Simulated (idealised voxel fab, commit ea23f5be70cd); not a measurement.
process module | voxel gate over fins
cross-section cut | 185 nm wide | cells 5 nm
A cross-section is a grid of square cells, given in bands from the top down. A band is one or more rows of cells.
Each band's line starts with the height of the band's top and of its bottom, in nm. Then come its materials from left to right, each with its width in nm. One material with "throughout" fills the band from edge to edge. "air" is empty space.
Height 0 is the level under which the wafer as received is all one material. The lowest band goes on downwards, as in "0 down".
A width such as "30 to 40" changes by the same amount from each row of cells to the next, from the band's top row to its bottom row.
"no change" after a step means that no cell of the cross-section changed.
closed voids: empty space of 8 cells or more with no open way to the top, each as width x height at its distance from the left edge, in nm
after a step's settings: what the simulator itself notes on the step
overlay nm, on a step with a mask: how far to the right of its planned place the mask lay; to the left if negative
plan
1 op RECEIVE | material Si
2 op CONFORMAL_DEP | material SiN | thk nm 10
3 op PATTERN | tone cover | mask id FINS | material resist | width nm 15 | pitch nm 45 | thk nm 20 | overlay nm 0
4 op DIRECTIONAL_ETCH | etch materials SiN | depth nm 10
5 op DIRECTIONAL_ETCH | etch materials Si | depth nm 35
6 op STRIP | etch materials resist
7 op FILL_DEP | material SiO2 | thk nm 5
8 op CMP | height nm 10
9 op SELECTIVE_ETCH | etch materials SiO2 | depth nm 20
10 op STRIP | etch materials SiN
11 op CONFORMAL_DEP | material HfO2 | thk nm 5
12 op CONFORMAL_DEP | material TiN | thk nm 5
13 op CONFORMAL_DEP | material TiAl | thk nm 5
14 op CONFORMAL_DEP | material TiN | thk nm 5
15 op FILL_DEP | material W | thk nm 15
16 op CMP | height nm 30
17 op CONFORMAL_DEP | material SiN | thk nm 5
as received, after step 1
  0 down: Si throughout
  closed voids: none
a wafer at the end: this start, this plan, one mistake
  35 to 30: SiN throughout
  30 to 15: W throughout
  15 to 5: W 45 | TiN 90 | W 50
  5 to 0: TiN 55 | HfO2 25 | TiN 20 | HfO2 25 | TiN 60
  0 to -5: TiN 55 | HfO2 5 | Si 15 | HfO2 5 | TiN 20 | HfO2 5 | Si 15 | HfO2 5 | TiN 60
  -5 to -10: HfO2 60 | Si 15 | HfO2 30 | Si 15 | HfO2 65
  -10 to -35: SiO2 60 | Si 15 | SiO2 30 | Si 15 | SiO2 65
  -35 down: Si throughout
  closed voids: none
what went wrong: step 13 was left out
